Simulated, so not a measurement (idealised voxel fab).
The following process module bears the name voxel capacitor over wiring.
The width of the displayed cross-section, cut, is 220 nm; its cells are square, with a size of 5 nm.
Just so we're on the same page, the cross-sections are grids of square cells, and they're listed out in bands top to bottom, each band one or more rows deep. Heights first: top, then bottom, in nm. Then materials, left to right, each with a width in nm. "full width" on a single material: fills the band edge to edge. "empty": empty space. A quick word on heights: they are counted from 0, and under that level the wafer as it came to us is one material throughout. The lowest band is different from the rest in having no bottom; it simply continues downward, written as in "top 0, no bottom". Think of "30->40" as a width that walks from the first number to the second as you go down the band, top row to bottom row, taking equal-sized steps from row to row. Where the words "nothing changed" appear for a step, the cross-section shows no cell changed by that step; every cell remained as before. Look at "Non-vented voids" for the closed voids: empty spaces with no open path to the top, sized 8 cells or up. Each is width x height at distance, distance from the left edge, all nm. It should be noted that, on the line of a given step, the content following the step's settings is a remark produced by the simulator itself with respect to that step. Regarding "overlay nm": on a step with a mask, it is the distance the mask lay to the right of its planned place; a negative value places it to the left.
# Intended process steps
step 1: RECEIVE [material Si]
step 2: CONFORMAL_DEP [material SiO2] [thk nm 10]
step 3: CONFORMAL_DEP [material SiN] [thk nm 5]
step 4: DIRECTIONAL_DEP [material lowk] [thk nm 15]
step 5: PATTERN [tone open] [mask id METAL_1] [material resist] [width nm 20] [pitch nm 70] [thk nm 15] [overlay nm 0]
step 6: DIRECTIONAL_ETCH [etch materials lowk] [depth nm 15]
step 7: DIRECTIONAL_ETCH [etch materials SiN] [depth nm 5]
step 8: STRIP [etch materials resist]
step 9: CONFORMAL_DEP [material TiN] [thk nm 5]
step 10: FILL_DEP [material Cu] [thk nm 10]
step 11: CMP [height nm 30]
step 12: CONFORMAL_DEP [material SiCN] [thk nm 5]
step 13: DIRECTIONAL_DEP [material lowk] [thk nm 20]
step 14: DIRECTIONAL_DEP [material aC] [thk nm 10]
step 15: PATTERN [tone open] [mask id PLUG_1] [material resist] [width nm 15] [thk nm 30] [overlay nm 0]
step 16: DIRECTIONAL_ETCH [etch materials aC] [depth nm 10]
step 17: STRIP [etch materials resist]
step 18: DIRECTIONAL_ETCH [etch materials lowk] [depth nm 20]
step 19: DIRECTIONAL_ETCH [etch materials SiCN] [depth nm 5]
step 20: STRIP [etch materials aC]
step 21: EPI [material Ru] [thk nm 10]
step 22: EPI [material Ru] [thk nm 10]
step 23: EPI [material Ru] [thk nm 5]
step 24: DIRECTIONAL_DEP [material TiN] [thk nm 10]
step 25: DIRECTIONAL_DEP [material SiN] [thk nm 5]
step 26: DIRECTIONAL_DEP [material TiN] [thk nm 10]
step 27: PATTERN [tone cover] [mask id UPPER_PLATE] [material resist] [width nm 55] [thk nm 15] [overlay nm 0]
step 28: DIRECTIONAL_ETCH [etch materials TiN] [depth nm 10]
step 29: DIRECTIONAL_ETCH [etch materials SiN] [depth nm 5]
step 30: STRIP [etch materials resist]
step 31: MASKED_ETCH [tone cover] [mask id LOWER_PLATE] [width nm 65] [etch materials TiN] [depth nm 10] [overlay nm 0]
step 32: FILL_DEP [material SiO2] [thk nm 15]
step 33: CMP [height nm 90]
step 34: DIRECTIONAL_DEP [material aC] [thk nm 15]
step 35: PATTERN [tone open] [mask id PLUG_2] [material resist] [width nm 15] [thk nm 30] [overlay nm 0]
step 36: DIRECTIONAL_ETCH [etch materials aC] [depth nm 15]
step 37: STRIP [etch materials resist]
step 38: DIRECTIONAL_ETCH [etch materials SiO2] [depth nm 10]
step 39: STRIP [etch materials aC]
step 40: CONFORMAL_DEP [material TiN] [thk nm 5]
step 41: FILL_DEP [material Cu] [thk nm 5]
step 42: CMP [height nm 90]
step 43: CONFORMAL_DEP [material SiCN] [thk nm 5]
# Cross-section of the wafer at receipt, which is the condition after step 1
* top 0, no bottom | Si full width
* Non-vented voids: none
# Wafer cross-section at module end: first of two, run to plan
* top 95, bottom 90 | SiCN full width
* top 90, bottom 85 | SiO2=80  TiN=5  Cu=5  TiN=5  SiO2=125
* top 85, bottom 80 | SiO2=80  TiN=15  SiO2=125
* top 80, bottom 70 | SiO2=70  TiN=55  SiO2=95
* top 70, bottom 65 | SiO2=70  SiN=55  SiO2=95
* top 65, bottom 55 | SiO2=65  TiN=65  SiO2=90
* top 55, bottom 35 | lowk=70  Ru=15  lowk=135
* top 35, bottom 30 | SiCN=70  Ru=15  SiCN=135
* top 30, bottom 15 | lowk=65  TiN=5  Cu=10  TiN=5  lowk=50  TiN=5  Cu=10  TiN=5  lowk=65
* top 15, bottom 10 | SiN=65  TiN=20  SiN=50  TiN=20  SiN=65
* top 10, bottom 0 | SiO2 full width
* top 0, no bottom | Si full width
* Non-vented voids: none
# Wafer two, sectioned after the module: the first wafer's start, the first wafer's plan, and one mistake in how it was run
* top 95, bottom 90 | SiCN full width
* top 90, bottom 85 | SiO2=80  TiN=5  Cu=5  TiN=5  SiO2=125
* top 85, bottom 80 | SiO2=80  TiN=15  SiO2=125
* top 80, bottom 75 | SiO2 full width
* top 75, bottom 65 | SiO2=70  TiN=55  SiO2=95
* top 65, bottom 55 | SiO2=65  TiN=65  SiO2=90
* top 55, bottom 35 | lowk=70  Ru=15  lowk=135
* top 35, bottom 30 | SiCN=70  Ru=15  SiCN=135
* top 30, bottom 15 | lowk=65  TiN=5  Cu=10  TiN=5  lowk=50  TiN=5  Cu=10  TiN=5  lowk=65
* top 15, bottom 10 | SiN=65  TiN=20  SiN=50  TiN=20  SiN=65
* top 10, bottom 0 | SiO2 full width
* top 0, no bottom | Si full width
* Non-vented voids: none
Diagnosis: the plan's step 25 was left out and never carried out
Materials where the second wafer ends with more or fewer cells than the first: 11 fewer of SiN | 11 more of SiO2
